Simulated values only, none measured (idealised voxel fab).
This section sets out a process module, namely voxel quadruple lines.
The figure presents cross-section cut, which has a width of 190 nm and is divided into square cells with an edge length of 5 nm.
For the purposes of this document, a cross-section shall be understood as a grid of square cells, specified as bands listed in top-to-bottom order, each band consisting of one or more rows of cells.
Within each band entry, the heights of the top and of the bottom of the band appear first, in that order and in nm; the materials of the band then follow from left to right, each with its corresponding width in nm. The designation "everywhere" on a single material indicates that it fills the band from edge to edge; the designation "air" indicates empty space.
Measure heights from 0. That's the level where, below it, the as-received wafer is all one material. The lowest band is bottomless and extends downward; write it as in "from 0 down".
Per-row width for "30 to 40": begins at first number (top row of band), ends at second number (bottom row), increment between rows held constant.
The cross-section has no changed cell in any step marked "nothing altered".
"Entrapped voids" specifies each empty space that is not open to the top and that occupies no fewer than 8 cells, using the form width x height at distance, the distance measured from the left edge and all three quantities in nm.
The remark found on a step's line after its settings is issued by the simulator itself and pertains to that step.
When a step includes a mask, the "overlay nm" setting on its line states how far to the right of its planned place that mask lay, and negative values state how far to the left.

Here's what the planned process steps look like:
1: RECEIVE [material Si]
2: CONFORMAL_DEP [material SiO2] [thk nm 10]
3: DIRECTIONAL_DEP [material W] [thk nm 15]
4: DIRECTIONAL_DEP [material polySi] [thk nm 15]
5: DIRECTIONAL_DEP [material aC] [thk nm 25]
6: PATTERN [tone cover] [mask id MANDREL] [material resist] [width nm 20] [pitch nm 60] [thk nm 30] [overlay nm 0]
7: DIRECTIONAL_ETCH [etch materials aC] [depth nm 25]
8: STRIP [etch materials resist]
9: CONFORMAL_DEP [material SiO2] [thk nm 10]
10: DIRECTIONAL_ETCH [etch materials SiO2] [depth nm 10]
11: STRIP [etch materials aC]
12: DIRECTIONAL_ETCH [etch materials polySi] [depth nm 15]
13: STRIP [etch materials SiO2]
14: CONFORMAL_DEP [material SiCN] [thk nm 5]
15: DIRECTIONAL_ETCH [etch materials SiCN] [depth nm 5]
16: STRIP [etch materials polySi]
17: DIRECTIONAL_ETCH [etch materials W] [depth nm 15]
18: STRIP [etch materials SiCN]

Cross-section: wafer on arrival = after step 1:
- from 0 down  Si everywhere
- Entrapped voids: none

Wafer cross-section at end of module: start and plan as shown above, one execution error:
- from 40 to 25  air=40, then W=5, then air=10, then W=5, then air=10, then W=5, then air=10, then W=5, then air=10, then W=5, then air=10, then W=5, then air=10, then W=5, then air=10, then W=5, then air=40
- from 25 to 10  W everywhere
- from 10 to 0  SiO2 everywhere
- from 0 down  Si everywhere
- Entrapped voids: none
It is concluded that the wafer was processed incorrectly with respect to the plan, in that it should be noted that step 3 of the plan was executed twice
